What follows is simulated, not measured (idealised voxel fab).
The process module that follows is named voxel fin reveal.
Pictured: cross-section cut, 295 nm wide, on a grid of 5 nm square cells.
Think of the cross-section as a grid of square cells. We describe it in bands, top to bottom, and each band covers one or more rows of those cells.
Heights first: top, then bottom, in nm. Then materials, left to right, each with a width in nm. "everywhere" on a single material: fills the band edge to edge. "air": empty space.
We count height from 0. Below that, the starting wafer is all one material. The lowest band never ends at the bottom but goes on down; see "0..down" for how that is written.
The notation "30 to 40" denotes a width that varies across the rows of cells in the band, beginning at the first number in the top row, finishing at the second number in the bottom row, and changing by an identical amount from each row to the next.
"no change occurred" -> step changed no cross-section cell.
In "Closed cavities" the enclosed voids are listed, meaning empty spaces of 8 cells or larger without any opening to the top. The form is width x height at distance, distance from the left edge, units nm.
Whatever follows a step's settings on its line is a remark the simulator itself makes about that step.
You can add "overlay nm" to a step's line. For a step with a mask, it describes how far the mask lay to the right of its planned position, and a negative number describes a lay to the left.
# Planned process steps
| 1 | RECEIVE with material Si |
| 2 | CONFORMAL_DEP with material SiN, thk nm 5 |
| 3 | PATTERN with tone cover, mask id FINS, material resist, width nm 15, pitch nm 35, thk nm 15, overlay nm 0 |
| 4 | DIRECTIONAL_ETCH with etch materials SiN, depth nm 5 |
| 5 | DIRECTIONAL_ETCH with etch materials Si, depth nm 35 |
| 6 | STRIP with etch materials resist |
| 7 | FILL_DEP with material SiO2, thk nm 15 |
| 8 | CMP with height nm 5 |
| 9 | SELECTIVE_ETCH with etch materials SiO2, depth nm 25 |
| 10 | STRIP with etch materials SiN |
| 11 | CONFORMAL_DEP with material HfO2, thk nm 5 |
# As received (post step 1): cross-section
0..down: Si everywhere
Closed cavities: none
# Cross-sectional result after module completion. Note: starting condition and plan are unchanged from above; one processing mistake was made
5..0: 90 HfO2  5 air  30 HfO2  5 air  30 HfO2  5 air  30 HfO2  5 air  95 HfO2
0..-15: 85 Si  5 HfO2  5 air  5 HfO2  20 Si  5 HfO2  5 air  5 HfO2  20 Si  5 HfO2  5 air  5 HfO2  20 Si  5 HfO2  5 air  5 HfO2  90 Si
-15..-20: 85 Si  15 HfO2  20 Si  15 HfO2  20 Si  15 HfO2  20 Si  15 HfO2  90 Si
-20..-35: 85 Si  15 SiO2  20 Si  15 SiO2  20 Si  15 SiO2  20 Si  15 SiO2  90 Si
-35..down: Si everywhere
Closed cavities: none
Here's what went sideways: step 3 was processed under conditions differing from the plan, specifically as PATTERN with tone open, mask id FINS, material resist, width nm 15, pitch nm 35, thk nm 15, overlay nm 0
